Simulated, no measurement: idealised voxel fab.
Module name: voxel capacitor over wiring (process module)
In the cross-section labelled cut, the width is 210 nm and each square cell is 5 nm.
Cross-sections here: square-cell grids, written as top-down lists of bands, a band being one or more rows of cells.
Quick guide to a band line: top height, bottom height (nm) up front; then every material left to right with its width in nm. Only one material and it's marked "everywhere"? Then it fills the band edge to edge. And "blank" just means empty space.
Heights are measured from 0, the level below which the as-received wafer is all one material; the lowest band has no bottom and continues downward, written as in "0 -> down".
Graded width ("30->40"): value in top row of band = first number; value in bottom row = second number; row-to-row change constant.
The cross-section has no changed cell in any step marked "remains unaltered".
Entry "Listed closed voids". Content: empty spaces with no open connection to the top, size 8 cells or greater. Each: width x height at distance. Distance: from left edge. Unit: nm.
Anything after a step's settings on that line? It's the simulator's own note about the step.
overlay nm: how far to the right of its planned place the mask lay on this masked step (negative: to the left).

### List of planned process steps
| 1 | RECEIVE, material Si |
| 2 | CONFORMAL_DEP, material SiO2, thk nm 10 |
| 3 | CONFORMAL_DEP, material SiCN, thk nm 5 |
| 4 | DIRECTIONAL_DEP, material lowk, thk nm 15 |
| 5 | MASKED_ETCH, tone open, mask id METAL_1, width nm 30, pitch nm 95, etch materials lowk, depth nm 15, overlay nm 0 |
| 6 | MASKED_ETCH, tone open, mask id METAL_1, width nm 30, pitch nm 95, etch materials SiCN, depth nm 5, overlay nm 0 |
| 7 | CONFORMAL_DEP, material TiN, thk nm 5 |
| 8 | FILL_DEP, material Ru, thk nm 5 |
| 9 | CMP, height nm 30 |
| 10 | CONFORMAL_DEP, material SiCN, thk nm 5 |
| 11 | DIRECTIONAL_DEP, material lowk, thk nm 15 |
| 12 | PATTERN, tone open, mask id PLUG_1, material resist, width nm 15, thk nm 15, overlay nm 0 |
| 13 | DIRECTIONAL_ETCH, etch materials lowk, depth nm 15 |
| 14 | DIRECTIONAL_ETCH, etch materials SiCN, depth nm 5 |
| 15 | STRIP, etch materials resist |
| 16 | CONFORMAL_DEP, material TiN, thk nm 5 |
| 17 | FILL_DEP, material Ru, thk nm 10 |
| 18 | CMP, height nm 50 |
| 19 | DIRECTIONAL_DEP, material TiN, thk nm 5 |
| 20 | DIRECTIONAL_DEP, material Al2O3, thk nm 5 |
| 21 | DIRECTIONAL_DEP, material TiN, thk nm 5 |
| 22 | PATTERN, tone cover, mask id UPPER_PLATE, material resist, width nm 70, thk nm 20, overlay nm 0 |
| 23 | DIRECTIONAL_ETCH, etch materials TiN, depth nm 5 |
| 24 | DIRECTIONAL_ETCH, etch materials Al2O3, depth nm 5 |
| 25 | STRIP, etch materials resist |
| 26 | MASKED_ETCH, tone cover, mask id LOWER_PLATE, width nm 80, etch materials TiN, depth nm 5, overlay nm 0 |
| 27 | FILL_DEP, material SiO2, thk nm 15 |
| 28 | CMP, height nm 75 |
| 29 | MASKED_ETCH, tone open, mask id PLUG_2, width nm 15, etch materials SiO2, depth nm 10, overlay nm 0 |
| 30 | CONFORMAL_DEP, material TiN, thk nm 5 |
| 31 | FILL_DEP, material W, thk nm 10 |
| 32 | CMP, height nm 75 |
| 33 | CONFORMAL_DEP, material SiCN, thk nm 5 |

### What follows covers the first of two wafers; it ran as planned

### Wafer as received: cross-section following step 1
0 -> down | Si everywhere
Listed closed voids: none

### Cross-section: wafer state after step 2
10 -> 0 | SiO2 everywhere
Whatever lies below 0 is exactly as it was before.

### Cross-section: wafer state after step 3
15 -> 10 | SiCN everywhere
Whatever lies below 10 is exactly as it was before.

### Cross-section: wafer state after step 4
30 -> 15 | lowk everywhere
Whatever lies below 15 is exactly as it was before.

### Cross-section: wafer state after step 5
30 -> 15 | 40 nm lowk, then 30 nm blank, then 65 nm lowk, then 30 nm blank, then 45 nm lowk
Whatever lies below 15 is exactly as it was before.

### Cross-section: wafer state after step 6
30 -> 15 | 40 nm lowk, then 30 nm blank, then 65 nm lowk, then 30 nm blank, then 45 nm lowk
15 -> 10 | 40 nm SiCN, then 30 nm blank, then 65 nm SiCN, then 30 nm blank, then 45 nm SiCN
Whatever lies below 10 is exactly as it was before.

### Cross-section: wafer state after step 7
35 -> 30 | 45 nm TiN, then 20 nm blank, then 75 nm TiN, then 20 nm blank, then 50 nm TiN
30 -> 15 | 40 nm lowk, then 5 nm TiN, then 20 nm blank, then 5 nm TiN, then 65 nm lowk, then 5 nm TiN, then 20 nm blank, then 5 nm TiN, then 45 nm lowk
15 -> 10 | 40 nm SiCN, then 30 nm TiN, then 65 nm SiCN, then 30 nm TiN, then 45 nm SiCN
Whatever lies below 10 is exactly as it was before.

### Cross-section: wafer state after step 8
40 -> 35 | Ru everywhere
35 -> 30 | 45 nm TiN, then 20 nm Ru, then 75 nm TiN, then 20 nm Ru, then 50 nm TiN
30 -> 15 | 40 nm lowk, then 5 nm TiN, then 20 nm Ru, then 5 nm TiN, then 65 nm lowk, then 5 nm TiN, then 20 nm Ru, then 5 nm TiN, then 45 nm lowk
Whatever lies below 15 is exactly as it was before.

### Cross-section: wafer state after step 9
30 -> 15 | 40 nm lowk, then 5 nm TiN, then 20 nm Ru, then 5 nm TiN, then 65 nm lowk, then 5 nm TiN, then 20 nm Ru, then 5 nm TiN, then 45 nm lowk
Whatever lies below 15 is exactly as it was before.

### Cross-section: wafer state after step 10
35 -> 30 | SiCN everywhere
Whatever lies below 30 is exactly as it was before.

### Cross-section: wafer state after step 11
50 -> 35 | lowk everywhere
Whatever lies below 35 is exactly as it was before.

### Cross-section: wafer state after step 12
65 -> 50 | 55 nm resist, then 15 nm blank, then 140 nm resist
Whatever lies below 50 is exactly as it was before.

### Cross-section: wafer state after step 13
65 -> 50 | 55 nm resist, then 15 nm blank, then 140 nm resist
50 -> 35 | 55 nm lowk, then 15 nm blank, then 140 nm lowk
Whatever lies below 35 is exactly as it was before.

### Cross-section: wafer state after step 14
65 -> 50 | 55 nm resist, then 15 nm blank, then 140 nm resist
50 -> 35 | 55 nm lowk, then 15 nm blank, then 140 nm lowk
35 -> 30 | 55 nm SiCN, then 15 nm blank, then 140 nm SiCN
Whatever lies below 30 is exactly as it was before.

### Cross-section: wafer state after step 15
50 -> 35 | 55 nm lowk, then 15 nm blank, then 140 nm lowk
Whatever lies below 35 is exactly as it was before.

### Cross-section: wafer state after step 16
55 -> 50 | 60 nm TiN, then 5 nm blank, then 145 nm TiN
50 -> 35 | 55 nm lowk, then 5 nm TiN, then 5 nm blank, then 5 nm TiN, then 140 nm lowk
35 -> 30 | 55 nm SiCN, then 15 nm TiN, then 140 nm SiCN
Whatever lies below 30 is exactly as it was before.

### Cross-section: wafer state after step 17
65 -> 55 | Ru everywhere
55 -> 50 | 60 nm TiN, then 5 nm Ru, then 145 nm TiN
50 -> 35 | 55 nm lowk, then 5 nm TiN, then 5 nm Ru, then 5 nm TiN, then 140 nm lowk
Whatever lies below 35 is exactly as it was before.

### Cross-section: wafer state after step 18
50 -> 35 | 55 nm lowk, then 5 nm TiN, then 5 nm Ru, then 5 nm TiN, then 140 nm lowk
Whatever lies below 35 is exactly as it was before.

### Cross-section: wafer state after step 19
55 -> 50 | TiN everywhere
Whatever lies below 50 is exactly as it was before.

### Cross-section: wafer state after step 20
60 -> 55 | Al2O3 everywhere
Whatever lies below 55 is exactly as it was before.

### Cross-section: wafer state after step 21
65 -> 60 | TiN everywhere
Whatever lies below 60 is exactly as it was before.

### Cross-section: wafer state after step 22
85 -> 65 | 55 nm blank, then 70 nm resist, then 85 nm blank
Whatever lies below 65 is exactly as it was before.

### Cross-section: wafer state after step 23
85 -> 65 | 55 nm blank, then 70 nm resist, then 85 nm blank
65 -> 60 | 55 nm blank, then 70 nm TiN, then 85 nm blank
Whatever lies below 60 is exactly as it was before.

### Cross-section: wafer state after step 24
85 -> 65 | 55 nm blank, then 70 nm resist, then 85 nm blank
65 -> 60 | 55 nm blank, then 70 nm TiN, then 85 nm blank
60 -> 55 | 55 nm blank, then 70 nm Al2O3, then 85 nm blank
Whatever lies below 55 is exactly as it was before.

### Cross-section: wafer state after step 25
65 -> 60 | 55 nm blank, then 70 nm TiN, then 85 nm blank
Whatever lies below 60 is exactly as it was before.

### Cross-section: wafer state after step 26
65 -> 60 | 55 nm blank, then 70 nm TiN, then 85 nm blank
60 -> 55 | 55 nm blank, then 70 nm Al2O3, then 85 nm blank
55 -> 50 | 50 nm blank, then 80 nm TiN, then 80 nm blank
Whatever lies below 50 is exactly as it was before.

### Cross-section: wafer state after step 27
80 -> 65 | SiO2 everywhere
65 -> 60 | 55 nm SiO2, then 70 nm TiN, then 85 nm SiO2
60 -> 55 | 55 nm SiO2, then 70 nm Al2O3, then 85 nm SiO2
55 -> 50 | 50 nm SiO2, then 80 nm TiN, then 80 nm SiO2
Whatever lies below 50 is exactly as it was before.

### Cross-section: wafer state after step 28
75 -> 65 | SiO2 everywhere
Whatever lies below 65 is exactly as it was before.

### Cross-section: wafer state after step 29
75 -> 65 | 65 nm SiO2, then 15 nm blank, then 130 nm SiO2
Whatever lies below 65 is exactly as it was before.

### Cross-section: wafer state after step 30
80 -> 75 | 70 nm TiN, then 5 nm blank, then 135 nm TiN
75 -> 70 | 65 nm SiO2, then 5 nm TiN, then 5 nm blank, then 5 nm TiN, then 130 nm SiO2
70 -> 60 | 65->55 nm SiO2, then 15->70 nm TiN, then 130->85 nm SiO2
Whatever lies below 60 is exactly as it was before.

### Cross-section: wafer state after step 31
90 -> 80 | W everywhere
80 -> 75 | 70 nm TiN, then 5 nm W, then 135 nm TiN
75 -> 70 | 65 nm SiO2, then 5 nm TiN, then 5 nm W, then 5 nm TiN, then 130 nm SiO2
Whatever lies below 70 is exactly as it was before.

### Cross-section: wafer state after step 32
75 -> 70 | 65 nm SiO2, then 5 nm TiN, then 5 nm W, then 5 nm TiN, then 130 nm SiO2
Whatever lies below 70 is exactly as it was before.

### Cross-section: wafer state after step 33
80 -> 75 | SiCN everywhere
Whatever lies below 75 is exactly as it was before.

### Companion wafer, the second of two: same beginning, same intended sequence, one mistake in carrying it out; through step 16 inclusive it tracks the first exactly

### Second wafer, section view, time point: scheduled end of step 17
75 -> 55 | Ru everywhere
55 -> 50 | 60 nm TiN, then 5 nm Ru, then 145 nm TiN
50 -> 35 | 55 nm lowk, then 5 nm TiN, then 5 nm Ru, then 5 nm TiN, then 140 nm lowk
Whatever lies below 35 is exactly as it was before.

### Second wafer, section view, time point: scheduled end of step 18
50 -> 35 | 55 nm lowk, then 5 nm TiN, then 5 nm Ru, then 5 nm TiN, then 140 nm lowk
Whatever lies below 35 is exactly as it was before.

### Second wafer, section view, time point: scheduled end of step 19
55 -> 50 | TiN everywhere
Whatever lies below 50 is exactly as it was before.

### Second wafer, section view, time point: scheduled end of step 20
60 -> 55 | Al2O3 everywhere
Whatever lies below 55 is exactly as it was before.

### Second wafer, section view, time point: scheduled end of step 21
65 -> 60 | TiN everywhere
Whatever lies below 60 is exactly as it was before.

### Second wafer, section view, time point: scheduled end of step 22
85 -> 65 | 55 nm blank, then 70 nm resist, then 85 nm blank
Whatever lies below 65 is exactly as it was before.

### Second wafer, section view, time point: scheduled end of step 23
85 -> 65 | 55 nm blank, then 70 nm resist, then 85 nm blank
65 -> 60 | 55 nm blank, then 70 nm TiN, then 85 nm blank
Whatever lies below 60 is exactly as it was before.

### Second wafer, section view, time point: scheduled end of step 24
85 -> 65 | 55 nm blank, then 70 nm resist, then 85 nm blank
65 -> 60 | 55 nm blank, then 70 nm TiN, then 85 nm blank
60 -> 55 | 55 nm blank, then 70 nm Al2O3, then 85 nm blank
Whatever lies below 55 is exactly as it was before.

### Second wafer, section view, time point: scheduled end of step 25
65 -> 60 | 55 nm blank, then 70 nm TiN, then 85 nm blank
Whatever lies below 60 is exactly as it was before.

### Second wafer, section view, time point: scheduled end of step 26
65 -> 60 | 55 nm blank, then 70 nm TiN, then 85 nm blank
60 -> 55 | 55 nm blank, then 70 nm Al2O3, then 85 nm blank
55 -> 50 | 50 nm blank, then 80 nm TiN, then 80 nm blank
Whatever lies below 50 is exactly as it was before.

### Second wafer, section view, time point: scheduled end of step 27
80 -> 65 | SiO2 everywhere
65 -> 60 | 55 nm SiO2, then 70 nm TiN, then 85 nm SiO2
60 -> 55 | 55 nm SiO2, then 70 nm Al2O3, then 85 nm SiO2
55 -> 50 | 50 nm SiO2, then 80 nm TiN, then 80 nm SiO2
Whatever lies below 50 is exactly as it was before.

### Second wafer, section view, time point: scheduled end of step 28
75 -> 65 | SiO2 everywhere
Whatever lies below 65 is exactly as it was before.

### Second wafer, section view, time point: scheduled end of step 29
75 -> 65 | 65 nm SiO2, then 15 nm blank, then 130 nm SiO2
Whatever lies below 65 is exactly as it was before.

### Second wafer, section view, time point: scheduled end of step 30
80 -> 75 | 70 nm TiN, then 5 nm blank, then 135 nm TiN
75 -> 70 | 65 nm SiO2, then 5 nm TiN, then 5 nm blank, then 5 nm TiN, then 130 nm SiO2
70 -> 60 | 65->55 nm SiO2, then 15->70 nm TiN, then 130->85 nm SiO2
Whatever lies below 60 is exactly as it was before.

### Second wafer, section view, time point: scheduled end of step 31
90 -> 80 | W everywhere
80 -> 75 | 70 nm TiN, then 5 nm W, then 135 nm TiN
75 -> 70 | 65 nm SiO2, then 5 nm TiN, then 5 nm W, then 5 nm TiN, then 130 nm SiO2
Whatever lies below 70 is exactly as it was before.

### Second wafer, section view, time point: scheduled end of step 32
75 -> 70 | 65 nm SiO2, then 5 nm TiN, then 5 nm W, then 5 nm TiN, then 130 nm SiO2
Whatever lies below 70 is exactly as it was before.

### Second wafer, section view, time point: scheduled end of step 33
80 -> 75 | SiCN everywhere
Whatever lies below 75 is exactly as it was before.
Short version of what went wrong: step 17 was run twice
The two wafers finish with the same cross-section, and therefore the mistake leaves the computed outcome of this model unchanged.
